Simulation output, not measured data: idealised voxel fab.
Process module in this document: voxel ribs on slabs
Section shown: cut. Width: 160 nm. Cell size: 5 nm, square.
A cross-section in this document is a grid of square cells, and it is written down as bands, the top band listed before the ones below it; a band is made up of one or more rows of cells. For a band, the entry starts with two heights in nm, that of the top and then that of the bottom, and carries on with the band's materials in order from left to right, each alongside its width in nm; the word "throughout" beside a single material means it fills the band edge to edge, and "blank" means empty space. Counting heights begins at 0, where everything beneath is, in the wafer as received, one material. The lowest band has no bottom; it goes on downwards, as "0 and below" shows. With a width like "30..40", each row of cells in the band differs from the next by the same amount, the top row carrying the first number and the bottom row the second. Where a step carries "nothing got changed", the cross-section came out of it unchanged, cell for cell. Any empty space of 8 cells or more lacking an open way to the top shows up in "Enclosed void entries" as width x height at distance, distance from the left edge, in nm. Formally, on a step line, whatever follows the settings is a remark that the simulator itself makes on the step. Regarding "overlay nm": on a step with a mask, it is the distance the mask lay to the right of its planned place; a negative value places it to the left.

[Process steps (planned)]
| 1 | RECEIVE (material Si) |
| 2 | DIRECTIONAL_DEP (material SiO2; thk nm 20) |
| 3 | DIRECTIONAL_DEP (material SiN; thk nm 20) |
| 4 | MASKED_ETCH (tone cover; mask id RIB; width nm 25; etch materials SiN; depth nm 10; overlay nm 0) |
| 5 | PATTERN (tone cover; mask id SLAB; material resist; width nm 65; thk nm 20; overlay nm 0) |
| 6 | DIRECTIONAL_ETCH (etch materials SiN; depth nm 10) |
| 7 | STRIP (etch materials resist) |
| 8 | FILL_DEP (material SiO2; thk nm 20) |
| 9 | CMP (height nm 50) |
| 10 | DIRECTIONAL_DEP (material TiN; thk nm 10) |
| 11 | MASKED_ETCH (tone cover; mask id HEATER; width nm 35; etch materials TiN; depth nm 10; overlay nm 0) |
| 12 | CONFORMAL_DEP (material SiN; thk nm 5) |

[Run as planned: first of two wafers]

[Wafer at receipt (post step 1), cross-section]
* 0 and below  Si throughout
* Enclosed void entries: none

[State of the wafer after step 2, shown in cross-section]
* 20 down to 0  SiO2 throughout
* For the remainder of the cross-section, below 0, there is no change.

[State of the wafer after step 3, shown in cross-section]
* 40 down to 20  SiN throughout
* For the remainder of the cross-section, below 20, there is no change.

[State of the wafer after step 4, shown in cross-section]
* 40 down to 30  blank=65 | SiN=25 | blank=70
* For the remainder of the cross-section, below 30, there is no change.

[State of the wafer after step 5, shown in cross-section]
* 60 down to 40  blank=45 | resist=65 | blank=50
* 40 down to 30  blank=45 | resist=20 | SiN=25 | resist=20 | blank=50
* For the remainder of the cross-section, below 30, there is no change.

[State of the wafer after step 6, shown in cross-section]
* 60 down to 40  blank=45 | resist=65 | blank=50
* 40 down to 30  blank=45 | resist=20 | SiN=25 | resist=20 | blank=50
* 30 down to 20  blank=45 | SiN=65 | blank=50
* For the remainder of the cross-section, below 20, there is no change.

[State of the wafer after step 7, shown in cross-section]
* 40 down to 30  blank=65 | SiN=25 | blank=70
* For the remainder of the cross-section, below 30, there is no change.

[State of the wafer after step 8, shown in cross-section]
* 60 down to 40  SiO2 throughout
* 40 down to 30  SiO2=65 | SiN=25 | SiO2=70
* 30 down to 20  SiO2=45 | SiN=65 | SiO2=50
* For the remainder of the cross-section, below 20, there is no change.

[State of the wafer after step 9, shown in cross-section]
* 50 down to 40  SiO2 throughout
* For the remainder of the cross-section, below 40, there is no change.

[State of the wafer after step 10, shown in cross-section]
* 60 down to 50  TiN throughout
* For the remainder of the cross-section, below 50, there is no change.

[State of the wafer after step 11, shown in cross-section]
* 60 down to 50  blank=60 | TiN=35 | blank=65
* For the remainder of the cross-section, below 50, there is no change.

[State of the wafer after step 12, shown in cross-section]
* 65 down to 60  blank=55 | SiN=45 | blank=60
* 60 down to 55  blank=55 | SiN=5 | TiN=35 | SiN=5 | blank=60
* 55 down to 50  SiN=60 | TiN=35 | SiN=65
* For the remainder of the cross-section, below 50, there is no change.

[Here the second wafer is described. Its start and its plan were those of the first wafer. Its run contained one mistake. Up to and including step 10, it did exactly what the first wafer did]

[when step 11 should have ended]
* 60 down to 50  blank=55 | TiN=45 | blank=60
* For the remainder of the cross-section, below 50, there is no change.

[when step 12 should have ended]
* 65 down to 60  blank=50 | SiN=55 | blank=55
* 60 down to 55  blank=50 | SiN=5 | TiN=45 | SiN=5 | blank=55
* 55 down to 50  SiN=55 | TiN=45 | SiN=60
* For the remainder of the cross-section, below 50, there is no change.
What was the processing mistake? step 11, actual vs plan mismatch, actual run MASKED_ETCH (tone cover; mask id HEATER; width nm 45; etch materials TiN; depth nm 10; overlay nm 0)
Per the end-of-run cell counts, the second wafer holds more or fewer of some materials than the first: TiN: 4 more
